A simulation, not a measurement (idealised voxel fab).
process module | voxel wiring stack
cross-section cut | 155 nm wide | cells 5 nm
A cross-section is a grid of square cells, given in bands from the top down. A band is one or more rows of cells.
Each band's line starts with the height of the band's top and of its bottom, in nm. Then come its materials from left to right, each with its width in nm. One material with "throughout" fills the band from edge to edge. "air" is empty space.
Height 0 is the level under which the wafer as received is all one material. The lowest band goes on downwards, as in "0 down".
A width such as "30 to 40" changes by the same amount from each row of cells to the next, from the band's top row to its bottom row.
"no change" after a step means that no cell of the cross-section changed.
closed voids: empty space of 8 cells or more with no open way to the top, each as width x height at its distance from the left edge, in nm
after a step's settings: what the simulator itself notes on the step
overlay nm, on a step with a mask: how far to the right of its planned place the mask lay; to the left if negative
plan
1 op RECEIVE | material Si
2 op CONFORMAL_DEP | material SiO2 | thk nm 10
3 op CONFORMAL_DEP | material SiN | thk nm 5
4 op DIRECTIONAL_DEP | material lowk | thk nm 25
5 op PATTERN | tone open | mask id METAL_1 | material resist | width nm 25 | pitch nm 55 | thk nm 20 | overlay nm 0
6 op DIRECTIONAL_ETCH | etch materials lowk | depth nm 25
7 op DIRECTIONAL_ETCH | etch materials SiN | depth nm 5
8 op STRIP | etch materials resist
9 op CONFORMAL_DEP | material TiN | thk nm 5
10 op FILL_DEP | material Ru | thk nm 10
11 op CMP | height nm 40
12 op EPI | material Ru | thk nm 5
13 op FILL_DEP | material SiCN | thk nm 5
14 op DIRECTIONAL_DEP | material lowk | thk nm 15
15 op MASKED_ETCH | tone open | mask id PLUG_1 | width nm 15 | etch materials lowk | depth nm 15 | overlay nm 0
16 op MASKED_ETCH | tone open | mask id PLUG_1 | width nm 15 | etch materials SiCN | depth nm 5 | overlay nm 0
17 op EPI | material Ru | thk nm 10
18 op EPI | material Ru | thk nm 10
19 op DIRECTIONAL_DEP | material TiN | thk nm 5
20 op DIRECTIONAL_DEP | material W | thk nm 20
21 op DIRECTIONAL_DEP | material aC | thk nm 15
22 op PATTERN | tone cover | mask id METAL_2 | material resist | width nm 25 | pitch nm 55 | thk nm 30 | overlay nm 0
23 op DIRECTIONAL_ETCH | etch materials aC | depth nm 15
24 op STRIP | etch materials resist
25 op DIRECTIONAL_ETCH | etch materials W | depth nm 20
26 op DIRECTIONAL_ETCH | etch materials TiN | depth nm 5
27 op STRIP | etch materials aC
28 op FILL_DEP | material SiO2 | thk nm 5
29 op CMP | height nm 90
30 op CONFORMAL_DEP | material SiCN | thk nm 5
as received, after step 1
  0 down: Si throughout
  closed voids: none
a wafer at the end: this start, this plan, one mistake
  95 to 90: SiCN throughout
  90 to 80: SiO2 50 | W 10 | SiO2 30 | W 25 | SiO2 40
  80 to 70: SiO2 35 | W 25 | SiO2 30 | W 25 | SiO2 40
  70 to 65: SiO2 35 | W 15 | TiN 10 | SiO2 30 | TiN 25 | SiO2 40
  65 to 60: lowk 35 | W 15 | lowk 105
  60 to 55: lowk 35 | TiN 15 | lowk 105
  55 to 50: lowk throughout
  50 to 45: SiCN throughout
  45 to 40: SiCN 30 | Ru 35 | SiCN 20 | Ru 35 | SiCN 35
  40 to 15: lowk 35 | TiN 5 | Ru 15 | TiN 5 | lowk 30 | TiN 5 | Ru 15 | TiN 5 | lowk 40
  15 to 10: SiN 35 | TiN 25 | SiN 30 | TiN 25 | SiN 40
  10 to 0: SiO2 throughout
  0 down: Si throughout
  closed voids: none
what went wrong: step 15 ran as: op MASKED_ETCH | tone open | mask id PLUG_1 | width nm 15 | etch materials lowk | depth nm 10 | overlay nm 0
